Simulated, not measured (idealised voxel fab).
You're looking at the process module voxel ribs on slabs.
Cross-section cut: width 200 nm, square cells of 5 nm.
Cross-section, as written here: a square-cell grid given band by band from the top down, where a band holds one or more rows of cells. Band entry format. Leading values: height of top, height of bottom, nm. Remainder: materials in left-to-right order, each with its width in nm. Special words: "all across" on a single material, which then fills the band edge to edge; "empty", empty space. Heads up on the height convention: 0 is the point under which the incoming wafer is all one material, and the lowest band has no bottom, it just keeps going down, like "top 0, no bottom". Per-row width for "30..40": begins at first number (top row of band), ends at second number (bottom row), increment between rows held constant. Reading "nothing got changed" for a step: not a cell of the cross-section changed in it. Under "Closed void catalog" you'll find the enclosed gaps, the ones with no way out to the top, that are 8 cells or bigger; each reads width x height at distance, with distance counted from the left edge, everything in nm. That trailing text on a step's line, after the settings, is the simulator's own remark on the step. What "overlay nm" on a step's line means: if the step has a mask, that mask lay this far to the right of its planned place, or, when the value is negative, to the left. For the reader: what remains of this document is a series of pairs, each showing a cross-section before one process step and a cross-section after that step which reaches down only to the lowest band that changed, with the step between them and its settings set out under the pair. It should not be assumed that a pair continues from the pair above it; the pairs can come from different runs of this module on the same starting wafer, and such continuity exists only where the entry headed "Structure before processing" says so.

Structure before processing
> top 0, no bottom | Si all across
> Closed void catalog: none

Post-Step Snapshot
> top 30, bottom 0 | SiO2 all across
> Everything under 0 stays put, no change at all.
> Closed void catalog: none
Which process step falls between the two cross-sections above? DIRECTIONAL_DEP,material SiO2,thk nm 30

Structure before processing: refer to the pair immediately above; the cross-section shown after its step is the state before this one.

Post-Step Snapshot
> top 55, bottom 30 | SiN all across
> Everything under 30 stays put, no change at all.
> Closed void catalog: none
Which process step falls between the two cross-sections above? DIRECTIONAL_DEP,material SiN,thk nm 25

Structure before processing: refer to the pair immediately above; the cross-section shown after its step is the state before this one.

Post-Step Snapshot
> top 55, bottom 50 | empty: 90, then SiN: 20, then empty: 90
> Everything under 50 stays put, no change at all.
> Closed void catalog: none
Which process step falls between the two cross-sections above? MASKED_ETCH,tone cover,mask id RIB,width nm 20,etch materials SiN,depth nm 5,overlay nm 0

Structure before processing: refer to the pair immediately above; the cross-section shown after its step is the state before this one.

Post-Step Snapshot
> top 75, bottom 55 | empty: 60, then resist: 80, then empty: 60
> top 55, bottom 50 | empty: 60, then resist: 30, then SiN: 20, then resist: 30, then empty: 60
> Everything under 50 stays put, no change at all.
> Closed void catalog: none
Which process step falls between the two cross-sections above? PATTERN,tone cover,mask id SLAB,material resist,width nm 80,thk nm 20,overlay nm 0

Structure before processing: refer to the pair immediately above; the cross-section shown after its step is the state before this one.

Post-Step Snapshot
> top 75, bottom 55 | empty: 60, then resist: 80, then empty: 60
> top 55, bottom 50 | empty: 60, then resist: 30, then SiN: 20, then resist: 30, then empty: 60
> top 50, bottom 30 | empty: 60, then SiN: 80, then empty: 60
> Everything under 30 stays put, no change at all.
> Closed void catalog: none
Which process step falls between the two cross-sections above? DIRECTIONAL_ETCH,etch materials SiN,depth nm 20

Structure before processing: refer to the pair immediately above; the cross-section shown after its step is the state before this one.

Post-Step Snapshot
> top 55, bottom 50 | empty: 90, then SiN: 20, then empty: 90
> Everything under 50 stays put, no change at all.
> Closed void catalog: none
Which process step falls between the two cross-sections above? STRIP,etch materials resist

Structure before processing: refer to the pair immediately above; the cross-section shown after its step is the state before this one.

Post-Step Snapshot
> top 70, bottom 55 | SiO2 all across
> top 55, bottom 50 | SiO2: 90, then SiN: 20, then SiO2: 90
> top 50, bottom 30 | SiO2: 60, then SiN: 80, then SiO2: 60
> Everything under 30 stays put, no change at all.
> Closed void catalog: none
Which process step falls between the two cross-sections above? FILL_DEP,material SiO2,thk nm 15

Structure before processing: refer to the pair immediately above; the cross-section shown after its step is the state before this one.

Post-Step Snapshot
> top 65, bottom 55 | SiO2 all across
> Everything under 55 stays put, no change at all.
> Closed void catalog: none
Which process step falls between the two cross-sections above? CMP,height nm 65

Structure before processing: refer to the pair immediately above; the cross-section shown after its step is the state before this one.

Post-Step Snapshot
> top 75, bottom 65 | TiN all across
> Everything under 65 stays put, no change at all.
> Closed void catalog: none
Which process step falls between the two cross-sections above? DIRECTIONAL_DEP,material TiN,thk nm 10

Structure before processing: refer to the pair immediately above; the cross-section shown after its step is the state before this one.

Post-Step Snapshot
> top 75, bottom 65 | empty: 85, then TiN: 30, then empty: 85
> Everything under 65 stays put, no change at all.
> Closed void catalog: none
Which process step falls between the two cross-sections above? MASKED_ETCH,tone cover,mask id HEATER,width nm 30,etch materials TiN,depth nm 10,overlay nm 0

Structure before processing: refer to the pair immediately above; the cross-section shown after its step is the state before this one.

Post-Step Snapshot
> top 85, bottom 75 | empty: 75, then SiN: 50, then empty: 75
> top 75, bottom 65 | SiN: 85, then TiN: 30, then SiN: 85
> Everything under 65 stays put, no change at all.
> Closed void catalog: none
Which process step falls between the two cross-sections above? CONFORMAL_DEP,material SiN,thk nm 10

Structure before processing
> top 55, bottom 30 | SiN all across
> top 30, bottom 0 | SiO2 all across
> top 0, no bottom | Si all across
> Closed void catalog: none

Post-Step Snapshot
> top 80, bottom 30 | SiN all across
> Everything under 30 stays put, no change at all.
> Closed void catalog: none
Which process step falls between the two cross-sections above? DIRECTIONAL_DEP,material SiN,thk nm 25

Structure before processing: refer to the pair immediately above; the cross-section shown after its step is the state before this one.

Post-Step Snapshot
> top 80, bottom 75 | empty: 90, then SiN: 20, then empty: 90
> Everything under 75 stays put, no change at all.
> Closed void catalog: none
Which process step falls between the two cross-sections above? MASKED_ETCH,tone cover,mask id RIB,width nm 20,etch materials SiN,depth nm 5,overlay nm 0

Structure before processing: refer to the pair immediately above; the cross-section shown after its step is the state before this one.

Post-Step Snapshot
> top 100, bottom 80 | empty: 60, then resist: 80, then empty: 60
> top 80, bottom 75 | empty: 60, then resist: 30, then SiN: 20, then resist: 30, then empty: 60
> Everything under 75 stays put, no change at all.
> Closed void catalog: none
Which process step falls between the two cross-sections above? PATTERN,tone cover,mask id SLAB,material resist,width nm 80,thk nm 20,overlay nm 0

Structure before processing: refer to the pair immediately above; the cross-section shown after its step is the state before this one.

Post-Step Snapshot
> top 100, bottom 80 | empty: 60, then resist: 80, then empty: 60
> top 80, bottom 75 | empty: 60, then resist: 30, then SiN: 20, then resist: 30, then empty: 60
> top 75, bottom 55 | empty: 60, then SiN: 80, then empty: 60
> Everything under 55 stays put, no change at all.
> Closed void catalog: none
Which process step falls between the two cross-sections above? DIRECTIONAL_ETCH,etch materials SiN,depth nm 20

Structure before processing: refer to the pair immediately above; the cross-section shown after its step is the state before this one.

Post-Step Snapshot
> top 80, bottom 75 | empty: 90, then SiN: 20, then empty: 90
> Everything under 75 stays put, no change at all.
> Closed void catalog: none
Which process step falls between the two cross-sections above? STRIP,etch materials resist

Structure before processing: refer to the pair immediately above; the cross-section shown after its step is the state before this one.

Post-Step Snapshot
> top 95, bottom 80 | SiO2 all across
> top 80, bottom 75 | SiO2: 90, then SiN: 20, then SiO2: 90
> top 75, bottom 55 | SiO2: 60, then SiN: 80, then SiO2: 60
> Everything under 55 stays put, no change at all.
> Closed void catalog: none
Which process step falls between the two cross-sections above? FILL_DEP,material SiO2,thk nm 15

Structure before processing: refer to the pair immediately above; the cross-section shown after its step is the state before this one.

Post-Step Snapshot
> top 65, bottom 55 | SiO2: 60, then SiN: 80, then SiO2: 60
> Everything under 55 stays put, no change at all.
> Closed void catalog: none
Which process step falls between the two cross-sections above? CMP,height nm 65

Structure before processing: refer to the pair immediately above; the cross-section shown after its step is the state before this one.

Post-Step Snapshot
> top 75, bottom 65 | TiN all across
> Everything under 65 stays put, no change at all.
> Closed void catalog: none
Which process step falls between the two cross-sections above? DIRECTIONAL_DEP,material TiN,thk nm 10

Structure before processing: refer to the pair immediately above; the cross-section shown after its step is the state before this one.

Post-Step Snapshot
> top 75, bottom 65 | empty: 85, then TiN: 30, then empty: 85
> Everything under 65 stays put, no change at all.
> Closed void catalog: none
Which process step falls between the two cross-sections above? MASKED_ETCH,tone cover,mask id HEATER,width nm 30,etch materials TiN,depth nm 10,overlay nm 0

Structure before processing: refer to the pair immediately above; the cross-section shown after its step is the state before this one.

Post-Step Snapshot
> top 85, bottom 75 | empty: 75, then SiN: 50, then empty: 75
> top 75, bottom 65 | SiN: 85, then TiN: 30, then SiN: 85
> Everything under 65 stays put, no change at all.
> Closed void catalog: none
Which process step falls between the two cross-sections above? CONFORMAL_DEP,material SiN,thk nm 10

Structure before processing
> top 0, no bottom | Si all across
> Closed void catalog: none

Post-Step Snapshot
> top 25, bottom 0 | SiN all across
> Everything under 0 stays put, no change at all.
> Closed void catalog: none
Which process step falls between the two cross-sections above? DIRECTIONAL_DEP,material SiN,thk nm 25

Structure before processing: refer to the pair immediately above; the cross-section shown after its step is the state before this one.

Post-Step Snapshot
> top 55, bottom 25 | SiO2 all across
> Everything under 25 stays put, no change at all.
> Closed void catalog: none
Which process step falls between the two cross-sections above? DIRECTIONAL_DEP,material SiO2,thk nm 30

Structure before processing: refer to the pair immediately above; the cross-section shown after its step is the state before this one.

Post-Step Snapshot
> top 75, bottom 55 | empty: 60, then resist: 80, then empty: 60
> Everything under 55 stays put, no change at all.
> Closed void catalog: none
Which process step falls between the two cross-sections above? PATTERN,tone cover,mask id SLAB,material resist,width nm 80,thk nm 20,overlay nm 0

Structure before processing: refer to the pair immediately above; the cross-section shown after its step is the state before this one.

Post-Step Snapshot
> top 55, bottom 25 | SiO2 all across
> Everything under 25 stays put, no change at all.
> Closed void catalog: none
Which process step falls between the two cross-sections above? STRIP,etch materials resist

Structure before processing: refer to the pair immediately above; the cross-section shown after its step is the state before this one.

Post-Step Snapshot
> top 70, bottom 25 | SiO2 all across
> Everything under 25 stays put, no change at all.
> Closed void catalog: none
Which process step falls between the two cross-sections above? FILL_DEP,material SiO2,thk nm 15

Structure before processing: refer to the pair immediately above; the cross-section shown after its step is the state before this one.

Post-Step Snapshot
> top 65, bottom 25 | SiO2 all across
> Everything under 25 stays put, no change at all.
> Closed void catalog: none
Which process step falls between the two cross-sections above? CMP,height nm 65

Structure before processing: refer to the pair immediately above; the cross-section shown after its step is the state before this one.

Post-Step Snapshot
> top 75, bottom 65 | TiN all across
> Everything under 65 stays put, no change at all.
> Closed void catalog: none
Which process step falls between the two cross-sections above? DIRECTIONAL_DEP,material TiN,thk nm 10

Structure before processing: refer to the pair immediately above; the cross-section shown after its step is the state before this one.

Post-Step Snapshot
> top 75, bottom 65 | empty: 85, then TiN: 30, then empty: 85
> Everything under 65 stays put, no change at all.
> Closed void catalog: none
Which process step falls between the two cross-sections above? MASKED_ETCH,tone cover,mask id HEATER,width nm 30,etch materials TiN,depth nm 10,overlay nm 0

Structure before processing: refer to the pair immediately above; the cross-section shown after its step is the state before this one.

Post-Step Snapshot
> top 85, bottom 75 | empty: 75, then SiN: 50, then empty: 75
> top 75, bottom 65 | SiN: 85, then TiN: 30, then SiN: 85
> Everything under 65 stays put, no change at all.
> Closed void catalog: none
Which process step falls between the two cross-sections above? CONFORMAL_DEP,material SiN,thk nm 10

Structure before processing
> top 75, bottom 55 | empty: 60, then resist: 80, then empty: 60
> top 55, bottom 50 | empty: 60, then resist: 30, then SiN: 20, then resist: 30, then empty: 60
> top 50, bottom 30 | SiN all across
> top 30, bottom 0 | SiO2 all across
> top 0, no bottom | Si all across
> Closed void catalog: none

Post-Step Snapshot
> top 75, bottom 55 | empty: 60, then resist: 80, then empty: 60
> top 55, bottom 50 | empty: 60, then resist: 30, then SiN: 20, then resist: 30, then empty: 60
> top 50, bottom 40 | empty: 60, then SiN: 80, then empty: 60
> Everything under 40 stays put, no change at all.
> Closed void catalog: none
Which process step falls between the two cross-sections above? DIRECTIONAL_ETCH,etch materials SiN,depth nm 10

Structure before processing: refer to the pair immediately above; the cross-section shown after its step is the state before this one.

Post-Step Snapshot
> top 55, bottom 50 | empty: 90, then SiN: 20, then empty: 90
> Everything under 50 stays put, no change at all.
> Closed void catalog: none
Which process step falls between the two cross-sections above? STRIP,etch materials resist

Structure before processing: refer to the pair immediately above; the cross-section shown after its step is the state before this one.

Post-Step Snapshot
> top 70, bottom 55 | SiO2 all across
> top 55, bottom 50 | SiO2: 90, then SiN: 20, then SiO2: 90
> top 50, bottom 40 | SiO2: 60, then SiN: 80, then SiO2: 60
> Everything under 40 stays put, no change at all.
> Closed void catalog: none
Which process step falls between the two cross-sections above? FILL_DEP,material SiO2,thk nm 15

Structure before processing: refer to the pair immediately above; the cross-section shown after its step is the state before this one.

Post-Step Snapshot
> top 65, bottom 55 | SiO2 all across
> Everything under 55 stays put, no change at all.
> Closed void catalog: none
Which process step falls between the two cross-sections above? CMP,height nm 65

Structure before processing: refer to the pair immediately above; the cross-section shown after its step is the state before this one.

Post-Step Snapshot
> top 75, bottom 65 | TiN all across
> Everything under 65 stays put, no change at all.
> Closed void catalog: none
Which process step falls between the two cross-sections above? DIRECTIONAL_DEP,material TiN,thk nm 10

Structure before processing: refer to the pair immediately above; the cross-section shown after its step is the state before this one.

Post-Step Snapshot
> top 75, bottom 65 | empty: 85, then TiN: 30, then empty: 85
> Everything under 65 stays put, no change at all.
> Closed void catalog: none
Which process step falls between the two cross-sections above? MASKED_ETCH,tone cover,mask id HEATER,width nm 30,etch materials TiN,depth nm 10,overlay nm 0

Structure before processing: refer to the pair immediately above; the cross-section shown after its step is the state before this one.

Post-Step Snapshot
> top 85, bottom 75 | empty: 75, then SiN: 50, then empty: 75
> top 75, bottom 65 | SiN: 85, then TiN: 30, then SiN: 85
> Everything under 65 stays put, no change at all.
> Closed void catalog: none
Which process step falls between the two cross-sections above? CONFORMAL_DEP,material SiN,thk nm 10

Structure before processing
> top 75, bottom 65 | TiN all across
> top 65, bottom 55 | SiO2 all across
> top 55, bottom 50 | SiO2: 90, then SiN: 20, then SiO2: 90
> top 50, bottom 30 | SiO2: 60, then SiN: 80, then SiO2: 60
> top 30, bottom 0 | SiO2 all across
> top 0, no bottom | Si all across
> Closed void catalog: none

Post-Step Snapshot
> top 75, bottom 65 | empty: 85, then TiN: 35, then empty: 80
> Everything under 65 stays put, no change at all.
> Closed void catalog: none
Which process step falls between the two cross-sections above? MASKED_ETCH,tone cover,mask id HEATER,width nm 35,etch materials TiN,depth nm 10,overlay nm 0

Structure before processing: refer to the pair immediately above; the cross-section shown after its step is the state before this one.

Post-Step Snapshot
> top 85, bottom 75 | empty: 75, then SiN: 55, then empty: 70
> top 75, bottom 65 | SiN: 85, then TiN: 35, then SiN: 80
> Everything under 65 stays put, no change at all.
> Closed void catalog: none
Which process step falls between the two cross-sections above? CONFORMAL_DEP,material SiN,thk nm 10

Structure before processing
> top 55, bottom 50 | empty: 90, then SiN: 20, then empty: 90
> top 50, bottom 30 | SiN all across
> top 30, bottom 0 | SiO2 all across
> top 0, no bottom | Si all across
> Closed void catalog: none

Post-Step Snapshot
> top 75, bottom 55 | empty: 65, then resist: 80, then empty: 55
> top 55, bottom 50 | empty: 65, then resist: 25, then SiN: 20, then resist: 35, then empty: 55
> Everything under 50 stays put, no change at all.
> Closed void catalog: none
Which process step falls between the two cross-sections above? PATTERN,tone cover,mask id SLAB,material resist,width nm 80,thk nm 20,overlay nm 5

Structure before processing: refer to the pair immediately above; the cross-section shown after its step is the state before this one.

Post-Step Snapshot
> top 75, bottom 55 | empty: 65, then resist: 80, then empty: 55
> top 55, bottom 50 | empty: 65, then resist: 25, then SiN: 20, then resist: 35, then empty: 55
> top 50, bottom 30 | empty: 65, then SiN: 80, then empty: 55
> Everything under 30 stays put, no change at all.
> Closed void catalog: none
Which process step falls between the two cross-sections above? DIRECTIONAL_ETCH,etch materials SiN,depth nm 20

Structure before processing: refer to the pair immediately above; the cross-section shown after its step is the state before this one.

Post-Step Snapshot
> top 55, bottom 50 | empty: 90, then SiN: 20, then empty: 90
> Everything under 50 stays put, no change at all.
> Closed void catalog: none
Which process step falls between the two cross-sections above? STRIP,etch materials resist

Structure before processing: refer to the pair immediately above; the cross-section shown after its step is the state before this one.

Post-Step Snapshot
> top 70, bottom 55 | SiO2 all across
> top 55, bottom 50 | SiO2: 90, then SiN: 20, then SiO2: 90
> top 50, bottom 30 | SiO2: 65, then SiN: 80, then SiO2: 55
> Everything under 30 stays put, no change at all.
> Closed void catalog: none
Which process step falls between the two cross-sections above? FILL_DEP,material SiO2,thk nm 15

Structure before processing: refer to the pair immediately above; the cross-section shown after its step is the state before this one.

Post-Step Snapshot
> top 65, bottom 55 | SiO2 all across
> Everything under 55 stays put, no change at all.
> Closed void catalog: none
Which process step falls between the two cross-sections above? CMP,height nm 65

Structure before processing: refer to the pair immediately above; the cross-section shown after its step is the state before this one.

Post-Step Snapshot
> top 75, bottom 65 | TiN all across
> Everything under 65 stays put, no change at all.
> Closed void catalog: none
Which process step falls between the two cross-sections above? DIRECTIONAL_DEP,material TiN,thk nm 10

Structure before processing: refer to the pair immediately above; the cross-section shown after its step is the state before this one.

Post-Step Snapshot
> top 75, bottom 65 | empty: 85, then TiN: 30, then empty: 85
> Everything under 65 stays put, no change at all.
> Closed void catalog: none
Which process step falls between the two cross-sections above? MASKED_ETCH,tone cover,mask id HEATER,width nm 30,etch materials TiN,depth nm 10,overlay nm 0

Structure before processing: refer to the pair immediately above; the cross-section shown after its step is the state before this one.

Post-Step Snapshot
> top 85, bottom 75 | empty: 75, then SiN: 50, then empty: 75
> top 75, bottom 65 | SiN: 85, then TiN: 30, then SiN: 85
> Everything under 65 stays put, no change at all.
> Closed void catalog: none
Which process step falls between the two cross-sections above? CONFORMAL_DEP,material SiN,thk nm 10

Structure before processing
> top 75, bottom 65 | empty: 85, then TiN: 30, then empty: 85
> top 65, bottom 55 | SiO2 all across
> top 55, bottom 50 | SiO2: 90, then SiN: 20, then SiO2: 90
> top 50, bottom 30 | SiO2: 60, then SiN: 80, then SiO2: 60
> top 30, bottom 0 | SiO2 all across
> top 0, no bottom | Si all across
> Closed void catalog: none

Post-Step Snapshot
> top 85, bottom 75 | empty: 75, then SiO2: 50, then empty: 75
> top 75, bottom 65 | SiO2: 85, then TiN: 30, then SiO2: 85
> Everything under 65 stays put, no change at all.
> Closed void catalog: none
Which process step falls between the two cross-sections above? CONFORMAL_DEP,material SiO2,thk nm 10

Structure before processing
> top 55, bottom 30 | SiN all across
> top 30, bottom 0 | SiO2 all across
> top 0, no bottom | Si all across
> Closed void catalog: none

Post-Step Snapshot
> top 55, bottom 50 | SiN: 90, then empty: 20, then SiN: 90
> Everything under 50 stays put, no change at all.
> Closed void catalog: none
Which process step falls between the two cross-sections above? MASKED_ETCH,tone open,mask id RIB,width nm 20,etch materials SiN,depth nm 5,overlay nm 0

Structure before processing: refer to the pair immediately above; the cross-section shown after its step is the state before this one.

Post-Step Snapshot
> top 75, bottom 55 | empty: 60, then resist: 80, then empty: 60
> top 55, bottom 50 | SiN: 90, then resist: 20, then SiN: 90
> Everything under 50 stays put, no change at all.
> Closed void catalog: none
Which process step falls between the two cross-sections above? PATTERN,tone cover,mask id SLAB,material resist,width nm 80,thk nm 20,overlay nm 0

Structure before processing: refer to the pair immediately above; the cross-section shown after its step is the state before this one.

Post-Step Snapshot
> top 75, bottom 55 | empty: 60, then resist: 80, then empty: 60
> top 55, bottom 50 | empty: 60, then SiN: 30, then resist: 20, then SiN: 30, then empty: 60
> top 50, bottom 35 | empty: 60, then SiN: 80, then empty: 60
> Everything under 35 stays put, no change at all.
> Closed void catalog: none
Which process step falls between the two cross-sections above? DIRECTIONAL_ETCH,etch materials SiN,depth nm 20

Structure before processing: refer to the pair immediately above; the cross-section shown after its step is the state before this one.

Post-Step Snapshot
> top 55, bottom 50 | empty: 60, then SiN: 30, then empty: 20, then SiN: 30, then empty: 60
> Everything under 50 stays put, no change at all.
> Closed void catalog: none
Which process step falls between the two cross-sections above? STRIP,etch materials resist

Structure before processing: refer to the pair immediately above; the cross-section shown after its step is the state before this one.

Post-Step Snapshot
> top 70, bottom 55 | SiO2 all across
> top 55, bottom 50 | SiO2: 60, then SiN: 30, then SiO2: 20, then SiN: 30, then SiO2: 60
> top 50, bottom 35 | SiO2: 60, then SiN: 80, then SiO2: 60
> Everything under 35 stays put, no change at all.
> Closed void catalog: none
Which process step falls between the two cross-sections above? FILL_DEP,material SiO2,thk nm 15

Structure before processing: refer to the pair immediately above; the cross-section shown after its step is the state before this one.

Post-Step Snapshot
> top 65, bottom 55 | SiO2 all across
> Everything under 55 stays put, no change at all.
> Closed void catalog: none
Which process step falls between the two cross-sections above? CMP,height nm 65

Structure before processing: refer to the pair immediately above; the cross-section shown after its step is the state before this one.

Post-Step Snapshot
> top 75, bottom 65 | TiN all across
> Everything under 65 stays put, no change at all.
> Closed void catalog: none
Which process step falls between the two cross-sections above? DIRECTIONAL_DEP,material TiN,thk nm 10

Structure before processing: refer to the pair immediately above; the cross-section shown after its step is the state before this one.

Post-Step Snapshot
> top 75, bottom 65 | empty: 85, then TiN: 30, then empty: 85
> Everything under 65 stays put, no change at all.
> Closed void catalog: none
Which process step falls between the two cross-sections above? MASKED_ETCH,tone cover,mask id HEATER,width nm 30,etch materials TiN,depth nm 10,overlay nm 0

Structure before processing: refer to the pair immediately above; the cross-section shown after its step is the state before this one.

Post-Step Snapshot
> top 85, bottom 75 | empty: 75, then SiN: 50, then empty: 75
> top 75, bottom 65 | SiN: 85, then TiN: 30, then SiN: 85
> Everything under 65 stays put, no change at all.
> Closed void catalog: none
Which process step falls between the two cross-sections above? CONFORMAL_DEP,material SiN,thk nm 10
